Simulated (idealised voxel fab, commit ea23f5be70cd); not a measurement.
Title: Process Module voxel gate over fins
Cross-section cut spans 150 nm and uses square cells 5 nm in size.
Format of a cross-section: grid, square cells. Given as bands. Order: top down. Band: one or more rows of cells.
The band entry comprises the height of the band's top followed by the height of its bottom, expressed in nm, and subsequently the band's materials from left to right, each stated together with its width in nm. Where a single material is marked with the word "edge to edge", that material fills the band from edge to edge. The word "empty" represents empty space.
Heights from 0 (as-received wafer is one material below). Bottom band endless downward, as "0 down".
When a width is written as two numbers, as in "30 to 40", the first number is the width in the top row of cells of the band and the second is the width in its bottom row, and the width changes by the same amount from each row to the next.
Take "stayed the same" at face value: in the step it is given for, the cross-section changed in none of its cells.
"Trapped cavities": sealed empty spaces, 8 cells or more, no open way to top, listed width x height at distance, with distance from the left edge and width, height and distance in nm.
If you see something after the settings on a step's line, that's the simulator's own remark about that step.
overlay nm: for a step with a mask, the amount by which the mask lay right of where it was planned; a negative amount means left of it.

Process steps foreseen in the plan:
1 RECEIVE with material Si
2 CONFORMAL_DEP with material SiN, thk nm 10
3 PATTERN with tone cover, mask id FINS, material resist, width nm 15, pitch nm 35, thk nm 15, overlay nm 0
4 DIRECTIONAL_ETCH with etch materials SiN, depth nm 10
5 DIRECTIONAL_ETCH with etch materials Si, depth nm 35
6 STRIP with etch materials resist
7 OXIDIZE with depth nm 5
8 FILL_DEP with material SiO2, thk nm 5
9 CMP with height nm 10
10 SELECTIVE_ETCH with etch materials SiO2, depth nm 25
11 STRIP with etch materials SiN
12 CONFORMAL_DEP with material HfO2, thk nm 5
13 CONFORMAL_DEP with material TiN, thk nm 5
14 FILL_DEP with material W, thk nm 15
15 CMP with height nm 20
16 CONFORMAL_DEP with material SiCN, thk nm 10

First out of two wafers; run went to plan:

Shown in cross-section is the wafer as received, that is, as it stands after step 1:
> 0 down | Si edge to edge
> Trapped cavities: none

Sectional view: wafer, after step 2:
> 10 to 0 | SiN edge to edge
> Whatever lies below 0 is exactly as it was before.

Sectional view: wafer, after step 3:
> 25 to 10 | 50 empty / 15 resist / 20 empty / 15 resist / 50 empty
> Whatever lies below 10 is exactly as it was before.

Sectional view: wafer, after step 4:
> 25 to 10 | 50 empty / 15 resist / 20 empty / 15 resist / 50 empty
> 10 to 0 | 50 empty / 15 SiN / 20 empty / 15 SiN / 50 empty
> Whatever lies below 0 is exactly as it was before.

Sectional view: wafer, after step 5:
> 25 to 10 | 50 empty / 15 resist / 20 empty / 15 resist / 50 empty
> 10 to 0 | 50 empty / 15 SiN / 20 empty / 15 SiN / 50 empty
> 0 to -35 | 50 empty / 15 Si / 20 empty / 15 Si / 50 empty
> Whatever lies below -35 is exactly as it was before.

Sectional view: wafer, after step 6:
> 10 to 0 | 50 empty / 15 SiN / 20 empty / 15 SiN / 50 empty
> Whatever lies below 0 is exactly as it was before.

Sectional view: wafer, after step 7:
> 10 to 0 | 50 empty / 15 SiN / 20 empty / 15 SiN / 50 empty
> 0 to -35 | 50 empty / 5 SiO2 / 5 Si / 5 SiO2 / 20 empty / 5 SiO2 / 5 Si / 5 SiO2 / 50 empty
> -35 to -40 | 55 SiO2 / 5 Si / 30 SiO2 / 5 Si / 55 SiO2
> Whatever lies below -40 is exactly as it was before.

Sectional view: wafer, after step 8:
> 15 to 10 | SiO2 edge to edge
> 10 to 0 | 50 SiO2 / 15 SiN / 20 SiO2 / 15 SiN / 50 SiO2
> 0 to -40 | 55 SiO2 / 5 Si / 30 SiO2 / 5 Si / 55 SiO2
> Whatever lies below -40 is exactly as it was before.

Sectional view: wafer, after step 9:
> 10 to 0 | 50 SiO2 / 15 SiN / 20 SiO2 / 15 SiN / 50 SiO2
> Whatever lies below 0 is exactly as it was before.

Sectional view: wafer, after step 10:
> 10 to 0 | 50 empty / 15 SiN / 20 empty / 15 SiN / 50 empty
> 0 to -15 | 55 empty / 5 Si / 30 empty / 5 Si / 55 empty
> Whatever lies below -15 is exactly as it was before.

Sectional view: wafer, after step 11:
> 0 to -15 | 55 empty / 5 Si / 30 empty / 5 Si / 55 empty
> Whatever lies below -15 is exactly as it was before.

Sectional view: wafer, after step 12:
> 5 to 0 | 50 empty / 15 HfO2 / 20 empty / 15 HfO2 / 50 empty
> 0 to -10 | 50 empty / 5 HfO2 / 5 Si / 5 HfO2 / 20 empty / 5 HfO2 / 5 Si / 5 HfO2 / 50 empty
> -10 to -15 | 55 HfO2 / 5 Si / 30 HfO2 / 5 Si / 55 HfO2
> Whatever lies below -15 is exactly as it was before.

Sectional view: wafer, after step 13:
> 10 to 5 | 45 empty / 25 TiN / 10 empty / 25 TiN / 45 empty
> 5 to 0 | 45 empty / 5 TiN / 15 HfO2 / 5 TiN / 10 empty / 5 TiN / 15 HfO2 / 5 TiN / 45 empty
> 0 to -5 | 45 empty / 5 TiN / 5 HfO2 / 5 Si / 5 HfO2 / 5 TiN / 10 empty / 5 TiN / 5 HfO2 / 5 Si / 5 HfO2 / 5 TiN / 45 empty
> -5 to -10 | 50 TiN / 5 HfO2 / 5 Si / 5 HfO2 / 20 TiN / 5 HfO2 / 5 Si / 5 HfO2 / 50 TiN
> Whatever lies below -10 is exactly as it was before.

Sectional view: wafer, after step 14:
> 25 to 10 | W edge to edge
> 10 to 5 | 45 W / 25 TiN / 10 W / 25 TiN / 45 W
> 5 to 0 | 45 W / 5 TiN / 15 HfO2 / 5 TiN / 10 W / 5 TiN / 15 HfO2 / 5 TiN / 45 W
> 0 to -5 | 45 W / 5 TiN / 5 HfO2 / 5 Si / 5 HfO2 / 5 TiN / 10 W / 5 TiN / 5 HfO2 / 5 Si / 5 HfO2 / 5 TiN / 45 W
> Whatever lies below -5 is exactly as it was before.

Sectional view: wafer, after step 15:
> 20 to 10 | W edge to edge
> Whatever lies below 10 is exactly as it was before.

Sectional view: wafer, after step 16:
> 30 to 20 | SiCN edge to edge
> Whatever lies below 20 is exactly as it was before.

Second wafer, same starting state and plan as the first, one mistake in the run, identical through step 2:

Cross-section: second wafer, time at which step 3 was scheduled to end:
> 25 to 10 | 50 empty / 20 resist / 15 empty / 20 resist / 45 empty
> Whatever lies below 10 is exactly as it was before.

Cross-section: second wafer, time at which step 4 was scheduled to end:
> 25 to 10 | 50 empty / 20 resist / 15 empty / 20 resist / 45 empty
> 10 to 0 | 50 empty / 20 SiN / 15 empty / 20 SiN / 45 empty
> Whatever lies below 0 is exactly as it was before.

Cross-section: second wafer, time at which step 5 was scheduled to end:
> 25 to 10 | 50 empty / 20 resist / 15 empty / 20 resist / 45 empty
> 10 to 0 | 50 empty / 20 SiN / 15 empty / 20 SiN / 45 empty
> 0 to -35 | 50 empty / 20 Si / 15 empty / 20 Si / 45 empty
> Whatever lies below -35 is exactly as it was before.

Cross-section: second wafer, time at which step 6 was scheduled to end:
> 10 to 0 | 50 empty / 20 SiN / 15 empty / 20 SiN / 45 empty
> Whatever lies below 0 is exactly as it was before.

Cross-section: second wafer, time at which step 7 was scheduled to end:
> 10 to 0 | 50 empty / 20 SiN / 15 empty / 20 SiN / 45 empty
> 0 to -35 | 50 empty / 5 SiO2 / 10 Si / 5 SiO2 / 15 empty / 5 SiO2 / 10 Si / 5 SiO2 / 45 empty
> -35 to -40 | 55 SiO2 / 10 Si / 25 SiO2 / 10 Si / 50 SiO2
> Whatever lies below -40 is exactly as it was before.

Cross-section: second wafer, time at which step 8 was scheduled to end:
> 15 to 10 | SiO2 edge to edge
> 10 to 0 | 50 SiO2 / 20 SiN / 15 SiO2 / 20 SiN / 45 SiO2
> 0 to -40 | 55 SiO2 / 10 Si / 25 SiO2 / 10 Si / 50 SiO2
> Whatever lies below -40 is exactly as it was before.

Cross-section: second wafer, time at which step 9 was scheduled to end:
> 10 to 0 | 50 SiO2 / 20 SiN / 15 SiO2 / 20 SiN / 45 SiO2
> Whatever lies below 0 is exactly as it was before.

Cross-section: second wafer, time at which step 10 was scheduled to end:
> 10 to 0 | 50 empty / 20 SiN / 15 empty / 20 SiN / 45 empty
> 0 to -15 | 55 empty / 10 Si / 25 empty / 10 Si / 50 empty
> Whatever lies below -15 is exactly as it was before.

Cross-section: second wafer, time at which step 11 was scheduled to end:
> 0 to -15 | 55 empty / 10 Si / 25 empty / 10 Si / 50 empty
> Whatever lies below -15 is exactly as it was before.

Cross-section: second wafer, time at which step 12 was scheduled to end:
> 5 to 0 | 50 empty / 20 HfO2 / 15 empty / 20 HfO2 / 45 empty
> 0 to -10 | 50 empty / 5 HfO2 / 10 Si / 5 HfO2 / 15 empty / 5 HfO2 / 10 Si / 5 HfO2 / 45 empty
> -10 to -15 | 55 HfO2 / 10 Si / 25 HfO2 / 10 Si / 50 HfO2
> Whatever lies below -15 is exactly as it was before.

Cross-section: second wafer, time at which step 13 was scheduled to end:
> 10 to 5 | 45 empty / 30 TiN / 5 empty / 30 TiN / 40 empty
> 5 to 0 | 45 empty / 5 TiN / 20 HfO2 / 5 TiN / 5 empty / 5 TiN / 20 HfO2 / 5 TiN / 40 empty
> 0 to -5 | 45 empty / 5 TiN / 5 HfO2 / 10 Si / 5 HfO2 / 5 TiN / 5 empty / 5 TiN / 5 HfO2 / 10 Si / 5 HfO2 / 5 TiN / 40 empty
> -5 to -10 | 50 TiN / 5 HfO2 / 10 Si / 5 HfO2 / 15 TiN / 5 HfO2 / 10 Si / 5 HfO2 / 45 TiN
> Whatever lies below -10 is exactly as it was before.

Cross-section: second wafer, time at which step 14 was scheduled to end:
> 25 to 10 | W edge to edge
> 10 to 5 | 45 W / 30 TiN / 5 W / 30 TiN / 40 W
> 5 to 0 | 45 W / 5 TiN / 20 HfO2 / 5 TiN / 5 W / 5 TiN / 20 HfO2 / 5 TiN / 40 W
> 0 to -5 | 45 W / 5 TiN / 5 HfO2 / 10 Si / 5 HfO2 / 5 TiN / 5 W / 5 TiN / 5 HfO2 / 10 Si / 5 HfO2 / 5 TiN / 40 W
> Whatever lies below -5 is exactly as it was before.

Cross-section: second wafer, time at which step 15 was scheduled to end:
> 20 to 10 | W edge to edge
> Whatever lies below 10 is exactly as it was before.

Cross-section: second wafer, time at which step 16 was scheduled to end:
> 30 to 20 | SiCN edge to edge
> Whatever lies below 20 is exactly as it was before.
In executing the process, a mistake was made relative to the plan: step 3 ran as: PATTERN with tone cover, mask id FINS, material resist, width nm 20, pitch nm 35, thk nm 15, overlay nm 0
Final comparison by cell count, materials where the second wafer has more or fewer than the first: Si: 16 more; SiO2: 10 fewer; W: 6 fewer
